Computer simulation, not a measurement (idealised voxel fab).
Process module under the name voxel wiring stack
Shown is cross-section cut, with a width of 235 nm and square cells of size 5 nm.
Cross-section, as written here: a square-cell grid given band by band from the top down, where a band holds one or more rows of cells.
Band: top and bottom heights (nm) first, top before bottom; then materials from left to right, widths in nm. "everywhere" marks a sole material filling the band edge to edge. "empty" denotes empty space.
Heads up on the height convention: 0 is the point under which the incoming wafer is all one material, and the lowest band has no bottom, it just keeps going down, like "top 0, no bottom".
The notation "30 to 40" denotes a width that varies across the rows of cells in the band, beginning at the first number in the top row, finishing at the second number in the bottom row, and changing by an identical amount from each row to the next.
Step marked "no modification"? Then no cell in the cross-section changed in it.
This entry, "Listed closed voids", enumerates those empty regions of no fewer than 8 cells that possess no open connection to the top. Each region is reported in the form width x height at distance, the distance being taken from the left edge, with all three quantities expressed in nm.
The remark found on a step's line after its settings is issued by the simulator itself and pertains to that step.
When a step includes a mask, the "overlay nm" setting on its line states how far to the right of its planned place that mask lay, and negative values state how far to the left.
Steps in the process plan:
1 RECEIVE (material Si)
2 CONFORMAL_DEP (material SiO2; thk nm 15)
3 DIRECTIONAL_DEP (material TiN; thk nm 5)
4 DIRECTIONAL_DEP (material W; thk nm 25)
5 DIRECTIONAL_DEP (material aC; thk nm 15)
6 PATTERN (tone cover; mask id METAL_1; material resist; width nm 25; pitch nm 45; thk nm 35; overlay nm 0)
7 DIRECTIONAL_ETCH (etch materials aC; depth nm 15)
8 STRIP (etch materials resist)
9 DIRECTIONAL_ETCH (etch materials W; depth nm 25)
10 DIRECTIONAL_ETCH (etch materials TiN; depth nm 5)
11 STRIP (etch materials aC)
12 CONFORMAL_DEP (material SiCN; thk nm 5)
13 FILL_DEP (material lowk; thk nm 10)
14 CMP (height nm 45)
15 CONFORMAL_DEP (material SiCN; thk nm 5)
16 DIRECTIONAL_DEP (material SiO2; thk nm 30)
17 DIRECTIONAL_DEP (material aC; thk nm 15)
18 PATTERN (tone open; mask id METAL_2; material resist; width nm 25; pitch nm 45; thk nm 35; overlay nm 0)
19 DIRECTIONAL_ETCH (etch materials aC; depth nm 15)
20 STRIP (etch materials resist)
21 DIRECTIONAL_ETCH (etch materials SiO2; depth nm 15)
22 STRIP (etch materials aC)
23 MASKED_ETCH (tone open; mask id METAL_2_HOLES; width nm 15; pitch nm 45; etch materials SiO2; depth nm 15; overlay nm 0)
24 MASKED_ETCH (tone open; mask id METAL_2_HOLES; width nm 15; pitch nm 45; etch materials SiCN; depth nm 5; overlay nm 0)
25 CONFORMAL_DEP (material TiN; thk nm 5)
26 FILL_DEP (material Cu; thk nm 10)
27 CMP (height nm 80)
28 CONFORMAL_DEP (material SiCN; thk nm 5)
29 DIRECTIONAL_DEP (material SiO2; thk nm 25)
30 PATTERN (tone open; mask id METAL_3; material resist; width nm 25; pitch nm 45; thk nm 15; overlay nm 0)
31 DIRECTIONAL_ETCH (etch materials SiO2; depth nm 15)
32 STRIP (etch materials resist)
33 MASKED_ETCH (tone open; mask id METAL_3_HOLES; width nm 15; pitch nm 90; etch materials SiO2; depth nm 10; overlay nm 0)
34 MASKED_ETCH (tone open; mask id METAL_3_HOLES; width nm 15; pitch nm 90; etch materials SiCN; depth nm 5; overlay nm 0)
35 CONFORMAL_DEP (material TiN; thk nm 5)
36 FILL_DEP (material Cu; thk nm 10)
37 CMP (height nm 110)
38 CONFORMAL_DEP (material SiCN; thk nm 5)
So this is the incoming wafer in cross-section - it's already been through step 1:
* top 0, no bottom  Si everywhere
* Listed closed voids: none
First wafer of two, sectioned at end of module; run went per plan:
* top 115, bottom 110  SiCN everywhere
* top 110, bottom 100  60 SiO2  5 TiN  15 Cu  5 TiN  20 SiO2  5 TiN  15 Cu  5 TiN  20 SiO2  5 TiN  15 Cu  5 TiN  60 SiO2
* top 100, bottom 95  60 SiO2  5 TiN  5 Cu  15 TiN  20 SiO2  25 TiN  20 SiO2  5 TiN  5 Cu  15 TiN  60 SiO2
* top 95, bottom 85  60 SiO2  5 TiN  5 Cu  5 TiN  75 SiO2  5 TiN  5 Cu  5 TiN  70 SiO2
* top 85, bottom 80  60 SiCN  15 TiN  75 SiCN  15 TiN  70 SiCN
* top 80, bottom 70  60 SiO2  5 TiN  15 Cu  5 TiN  20 SiO2  5 TiN  15 Cu  5 TiN  20 SiO2  5 TiN  15 Cu  5 TiN  60 SiO2
* top 70, bottom 65  60 SiO2  5 TiN  5 Cu  15 TiN  20 SiO2  5 TiN  5 Cu  15 TiN  20 SiO2  5 TiN  5 Cu  15 TiN  60 SiO2
* top 65, bottom 50  60 SiO2  5 TiN  5 Cu  5 TiN  30 SiO2  5 TiN  5 Cu  5 TiN  30 SiO2  5 TiN  5 Cu  5 TiN  70 SiO2
* top 50, bottom 45  60 SiCN  15 TiN  30 SiCN  15 TiN  30 SiCN  15 TiN  70 SiCN
* top 45, bottom 20  55 lowk  5 SiCN  25 W  5 SiCN  10 lowk  5 SiCN  25 W  5 SiCN  10 lowk  5 SiCN  25 W  5 SiCN  55 lowk
* top 20, bottom 15  60 SiCN  25 TiN  20 SiCN  25 TiN  20 SiCN  25 TiN  60 SiCN
* top 15, bottom 0  SiO2 everywhere
* top 0, no bottom  Si everywhere
* Listed closed voids: none
End-of-module cross-section of the second wafer: identical starting point and process plan to the first, with one processing mistake:
* top 115, bottom 110  SiCN everywhere
* top 110, bottom 100  70 to 55 Cu  5 to 20 TiN  10 SiO2  5 TiN  10 Cu  5 TiN  25 SiO2  5 TiN  25 to 10 Cu  5 to 20 TiN  10 SiO2  5 TiN  55 Cu
* top 100, bottom 95  60 TiN  25 SiO2  20 TiN  25 SiO2  20 TiN  25 SiO2  60 TiN
* top 95, bottom 85  SiO2 everywhere
* top 85, bottom 80  SiCN everywhere
* top 80, bottom 70  60 SiO2  5 TiN  15 Cu  5 TiN  20 SiO2  5 TiN  15 Cu  5 TiN  20 SiO2  5 TiN  15 Cu  5 TiN  60 SiO2
* top 70, bottom 65  60 SiO2  5 TiN  5 Cu  15 TiN  20 SiO2  5 TiN  5 Cu  15 TiN  20 SiO2  5 TiN  5 Cu  15 TiN  60 SiO2
* top 65, bottom 50  60 SiO2  5 TiN  5 Cu  5 TiN  30 SiO2  5 TiN  5 Cu  5 TiN  30 SiO2  5 TiN  5 Cu  5 TiN  70 SiO2
* top 50, bottom 45  60 SiCN  15 TiN  30 SiCN  15 TiN  30 SiCN  15 TiN  70 SiCN
* top 45, bottom 20  55 lowk  5 SiCN  25 W  5 SiCN  10 lowk  5 SiCN  25 W  5 SiCN  10 lowk  5 SiCN  25 W  5 SiCN  55 lowk
* top 20, bottom 15  60 SiCN  25 TiN  20 SiCN  25 TiN  20 SiCN  25 TiN  60 SiCN
* top 15, bottom 0  SiO2 everywhere
* top 0, no bottom  Si everywhere
* Listed closed voids: none
Want to know what went wrong? the process deviated at step 30: the operation and settings actually run there were PATTERN (tone cover; mask id METAL_3; material resist; width nm 25; pitch nm 45; thk nm 15; overlay nm 0)
The closing comparison, in cells, has the second wafer with more or fewer of some materials than the first: 34 more of Cu | 6 more of SiCN | 51 fewer of SiO2 | 11 more of TiN
